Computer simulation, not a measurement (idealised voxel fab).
Herein follows the process module entitled voxel gate over fins.
Displayed cross-section: cut, width of 300 nm, square cells sized 5 nm.
This document writes a cross-section as a grid whose cells are square, and gives it as bands, listed from the top down; one or more rows of cells form a band. What a band's entry tells you: where the top is and where the bottom is, as heights in nm, and after that what lies inside, material by material from left to right, each with its width in nm. Empty space is written as the word "blank", and a single material marked with the word "full width" occupies the band from edge to edge. Heights are measured from 0, the level below which the as-received wafer is all one material; the lowest band has no bottom and continues downward, written as in "z 0 and below". A width such as "30 to 40" changes by the same amount from each row of cells to the next, from the band's top row to its bottom row. No cell of the cross-section changed in a step that is given as "remained the same". The entry titled "Sealed internal cavities" provides the empty spaces that have no open way to the top, restricted to those of 8 cells or more. Each is presented as width x height at distance, the distance being measured from the left edge, with all three in nm. after a step's settings: what the simulator itself notes on the step. Regarding "overlay nm": on a step with a mask, it is the distance the mask lay to the right of its planned place; a negative value places it to the left.
Planned step list for the process
1,RECEIVE: material Si
2,CONFORMAL_DEP: material SiN, thk nm 10
3,DIRECTIONAL_DEP: material aC, thk nm 15
4,PATTERN: tone cover, mask id FINS, material resist, width nm 15, pitch nm 40, thk nm 35, overlay nm 0
5,DIRECTIONAL_ETCH: etch materials aC, depth nm 15
6,STRIP: etch materials resist
7,DIRECTIONAL_ETCH: etch materials SiN, depth nm 10
8,DIRECTIONAL_ETCH: etch materials Si, depth nm 30
9,STRIP: etch materials aC
10,OXIDIZE: depth nm 5
11,FILL_DEP: material SiO2, thk nm 5
12,CMP: height nm 10
13,SELECTIVE_ETCH: etch materials SiO2, depth nm 25
14,STRIP: etch materials SiN
15,CONFORMAL_DEP: material HfO2, thk nm 5
16,CONFORMAL_DEP: material TiN, thk nm 5
17,FILL_DEP: material W, thk nm 15
18,CMP: height nm 20
19,CONFORMAL_DEP: material SiCN, thk nm 10
Where the wafers of this document differ is in the width nm of step 4; they start out the same, and the plan states the value that applied to the first wafer.
Cross-section: the first of several wafers in its as-received state, i.e. following step 1
	z 0 and below: Si full width
	Sealed internal cavities: none
Last step of the module is step 19; after it, the first of several wafers in cross-section
	z 30 to 20: SiCN full width
	z 20 to 10: W full width
	z 10 to 5: W=95; TiN=25; W=15; TiN=25; W=15; TiN=25; W=100
	z 5 to 0: W=95; TiN=5; HfO2=15; TiN=5; W=15; TiN=5; HfO2=15; TiN=5; W=15; TiN=5; HfO2=15; TiN=5; W=100
	z 0 to -5: W=95; TiN=5; HfO2=5; Si=5; HfO2=5; TiN=5; W=15; TiN=5; HfO2=5; Si=5; HfO2=5; TiN=5; W=15; TiN=5; HfO2=5; Si=5; HfO2=5; TiN=5; W=100
	z -5 to -10: TiN=100; HfO2=5; Si=5; HfO2=5; TiN=25; HfO2=5; Si=5; HfO2=5; TiN=25; HfO2=5; Si=5; HfO2=5; TiN=105
	z -10 to -15: HfO2=105; Si=5; HfO2=35; Si=5; HfO2=35; Si=5; HfO2=110
	z -15 to -35: SiO2=105; Si=5; SiO2=35; Si=5; SiO2=35; Si=5; SiO2=110
	z -35 and below: Si full width
	Sealed internal cavities: none
End of module: cross-section, last of several wafers
	z 30 to 20: SiCN full width
	z 20 to 10: W full width
	z 10 to 5: W=90; TiN=35; W=5; TiN=35; W=5; TiN=35; W=95
	z 5 to 0: W=90; TiN=5; HfO2=25; TiN=5; W=5; TiN=5; HfO2=25; TiN=5; W=5; TiN=5; HfO2=25; TiN=5; W=95
	z 0 to -5: W=90; TiN=5; HfO2=5; Si=15; HfO2=5; TiN=5; W=5; TiN=5; HfO2=5; Si=15; HfO2=5; TiN=5; W=5; TiN=5; HfO2=5; Si=15; HfO2=5; TiN=5; W=95
	z -5 to -10: TiN=95; HfO2=5; Si=15; HfO2=5; TiN=15; HfO2=5; Si=15; HfO2=5; TiN=15; HfO2=5; Si=15; HfO2=5; TiN=100
	z -10 to -15: HfO2=100; Si=15; HfO2=25; Si=15; HfO2=25; Si=15; HfO2=105
	z -15 to -35: SiO2=100; Si=15; SiO2=25; Si=15; SiO2=25; Si=15; SiO2=105
	z -35 and below: Si full width
	Sealed internal cavities: none
Below, a row for every wafer. Read it as the end-of-module picture: for each material the wafer shows its cells gained (+) or lost (-) since it was received, and then its closed voids
width nm 15; +78 HfO2; -399 Si; +120 SiCN; +228 SiO2; +78 TiN; +255 W; Sealed internal cavities: none
width nm 20; +78 HfO2; -378 Si; +120 SiCN; +216 SiO2; +78 TiN; +246 W; Sealed internal cavities: none
width nm 25; +78 HfO2; -357 Si; +120 SiCN; +204 SiO2; +78 TiN; +237 W; Sealed internal cavities: none
